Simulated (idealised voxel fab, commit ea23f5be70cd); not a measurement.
The following is a process module called voxel spacer lines.
Xsec cut, 155 nm wide, square cell size 5 nm.
Square cells in a grid make up a cross-section in this document, and the grid is given as bands, listed from the top down, each one or more rows of cells. Within each band entry, the heights of the top and of the bottom of the band appear first, in that order and in nm; the materials of the band then follow from left to right, each with its corresponding width in nm. The designation "edge to edge" on a single material indicates that it fills the band from edge to edge; the designation "blank" indicates empty space. The level at which height equals 0 is the one under which the wafer, as it arrives, is entirely one material. No lower edge exists for the bottom band, which continues downward and is notated as in "0 and below". With a width like "30 to 40", each row of cells in the band differs from the next by the same amount, the top row carrying the first number and the bottom row the second. A step reported as "changes: none" is a step in which no cell of the cross-section changed. Closed void inventory: empty space of 8 cells or more with no open way to the top, each as width x height at its distance from the left edge, in nm. On each step's line, the part that comes after the settings is the simulator's own comment on the step. Among the settings permitted on a step's line is "overlay nm"; applied to a step with a mask, it specifies the extent to which the mask lay to the right of its planned position, whereas a negative figure signifies a position to the left.
# Process steps - plan
| 1 | RECEIVE (material Si) |
| 2 | CONFORMAL_DEP (material Al2O3; thk nm 10) |
| 3 | DIRECTIONAL_DEP (material W; thk nm 20) |
| 4 | DIRECTIONAL_DEP (material aC; thk nm 30) |
| 5 | PATTERN (tone cover; mask id MANDREL; material resist; width nm 20; pitch nm 60; thk nm 40; overlay nm 0) |
| 6 | DIRECTIONAL_ETCH (etch materials aC; depth nm 30) |
| 7 | STRIP (etch materials resist) |
| 8 | CONFORMAL_DEP (material SiN; thk nm 10) |
| 9 | DIRECTIONAL_ETCH (etch materials SiN; depth nm 10) |
| 10 | STRIP (etch materials aC) |
| 11 | DIRECTIONAL_ETCH (etch materials W; depth nm 20) |
| 12 | STRIP (etch materials SiN) |
# First wafer out of two, processed as planned
# Cross-section of the wafer at receipt, which is the condition after step 1
    0 and below: Si edge to edge
    Closed void inventory: none
# after step 2
    10 down to 0: Al2O3 edge to edge
    Nothing below the height 0 has changed.
# after step 3
    30 down to 10: W edge to edge
    Nothing below the height 10 has changed.
# after step 4
    60 down to 30: aC edge to edge
    Nothing below the height 30 has changed.
# after step 5
    100 down to 60: 35 nm blank  20 nm resist  40 nm blank  20 nm resist  40 nm blank
    Nothing below the height 60 has changed.
# after step 6
    70 down to 60: 35 nm blank  20 nm resist  40 nm blank  20 nm resist  40 nm blank
    60 down to 30: 35 nm blank  20 nm aC  40 nm blank  20 nm aC  40 nm blank
    Nothing below the height 30 has changed.
# after step 7
    60 down to 30: 35 nm blank  20 nm aC  40 nm blank  20 nm aC  40 nm blank
    Nothing below the height 30 has changed.
# after step 8
    70 down to 60: 25 nm blank  40 nm SiN  20 nm blank  40 nm SiN  30 nm blank
    60 down to 40: 25 nm blank  10 nm SiN  20 nm aC  10 nm SiN  20 nm blank  10 nm SiN  20 nm aC  10 nm SiN  30 nm blank
    40 down to 30: 35 nm SiN  20 nm aC  40 nm SiN  20 nm aC  40 nm SiN
    Nothing below the height 30 has changed.
# after step 9
    60 down to 30: 25 nm blank  10 nm SiN  20 nm aC  10 nm SiN  20 nm blank  10 nm SiN  20 nm aC  10 nm SiN  30 nm blank
    Nothing below the height 30 has changed.
# after step 10
    60 down to 30: 25 nm blank  10 nm SiN  20 nm blank  10 nm SiN  20 nm blank  10 nm SiN  20 nm blank  10 nm SiN  30 nm blank
    Nothing below the height 30 has changed.
# after step 11
    60 down to 30: 25 nm blank  10 nm SiN  20 nm blank  10 nm SiN  20 nm blank  10 nm SiN  20 nm blank  10 nm SiN  30 nm blank
    30 down to 10: 25 nm blank  10 nm W  20 nm blank  10 nm W  20 nm blank  10 nm W  20 nm blank  10 nm W  30 nm blank
    Nothing below the height 10 has changed.
# after step 12
    30 down to 10: 25 nm blank  10 nm W  20 nm blank  10 nm W  20 nm blank  10 nm W  20 nm blank  10 nm W  30 nm blank
    Nothing below the height 10 has changed.
# Here the second wafer is described. Its start and its plan were those of the first wafer. Its run contained one mistake. Up to and including step 1, it did exactly what the first wafer did
Second wafer, sectioned view, at step 2's planned end time: changes: none
# Second wafer, sectioned view, at step 3's planned end time
    20 down to 0: W edge to edge
    Nothing below the height 0 has changed.
# Second wafer, sectioned view, at step 4's planned end time
    50 down to 20: aC edge to edge
    Nothing below the height 20 has changed.
# Second wafer, sectioned view, at step 5's planned end time
    90 down to 50: 35 nm blank  20 nm resist  40 nm blank  20 nm resist  40 nm blank
    Nothing below the height 50 has changed.
# Second wafer, sectioned view, at step 6's planned end time
    60 down to 50: 35 nm blank  20 nm resist  40 nm blank  20 nm resist  40 nm blank
    50 down to 20: 35 nm blank  20 nm aC  40 nm blank  20 nm aC  40 nm blank
    Nothing below the height 20 has changed.
# Second wafer, sectioned view, at step 7's planned end time
    50 down to 20: 35 nm blank  20 nm aC  40 nm blank  20 nm aC  40 nm blank
    Nothing below the height 20 has changed.
# Second wafer, sectioned view, at step 8's planned end time
    60 down to 50: 25 nm blank  40 nm SiN  20 nm blank  40 nm SiN  30 nm blank
    50 down to 30: 25 nm blank  10 nm SiN  20 nm aC  10 nm SiN  20 nm blank  10 nm SiN  20 nm aC  10 nm SiN  30 nm blank
    30 down to 20: 35 nm SiN  20 nm aC  40 nm SiN  20 nm aC  40 nm SiN
    Nothing below the height 20 has changed.
# Second wafer, sectioned view, at step 9's planned end time
    50 down to 20: 25 nm blank  10 nm SiN  20 nm aC  10 nm SiN  20 nm blank  10 nm SiN  20 nm aC  10 nm SiN  30 nm blank
    Nothing below the height 20 has changed.
# Second wafer, sectioned view, at step 10's planned end time
    50 down to 20: 25 nm blank  10 nm SiN  20 nm blank  10 nm SiN  20 nm blank  10 nm SiN  20 nm blank  10 nm SiN  30 nm blank
    Nothing below the height 20 has changed.
# Second wafer, sectioned view, at step 11's planned end time
    50 down to 20: 25 nm blank  10 nm SiN  20 nm blank  10 nm SiN  20 nm blank  10 nm SiN  20 nm blank  10 nm SiN  30 nm blank
    20 down to 0: 25 nm blank  10 nm W  20 nm blank  10 nm W  20 nm blank  10 nm W  20 nm blank  10 nm W  30 nm blank
    Nothing below the height 0 has changed.
# Second wafer, sectioned view, at step 12's planned end time
    20 down to 0: 25 nm blank  10 nm W  20 nm blank  10 nm W  20 nm blank  10 nm W  20 nm blank  10 nm W  30 nm blank
    Nothing below the height 0 has changed.
What was done differently from what was planned? step 2 of the plan got skipped, so it never ran
End check, counted in cells, second wafer has more or fewer of these materials than the first: Al2O3: 62 fewer
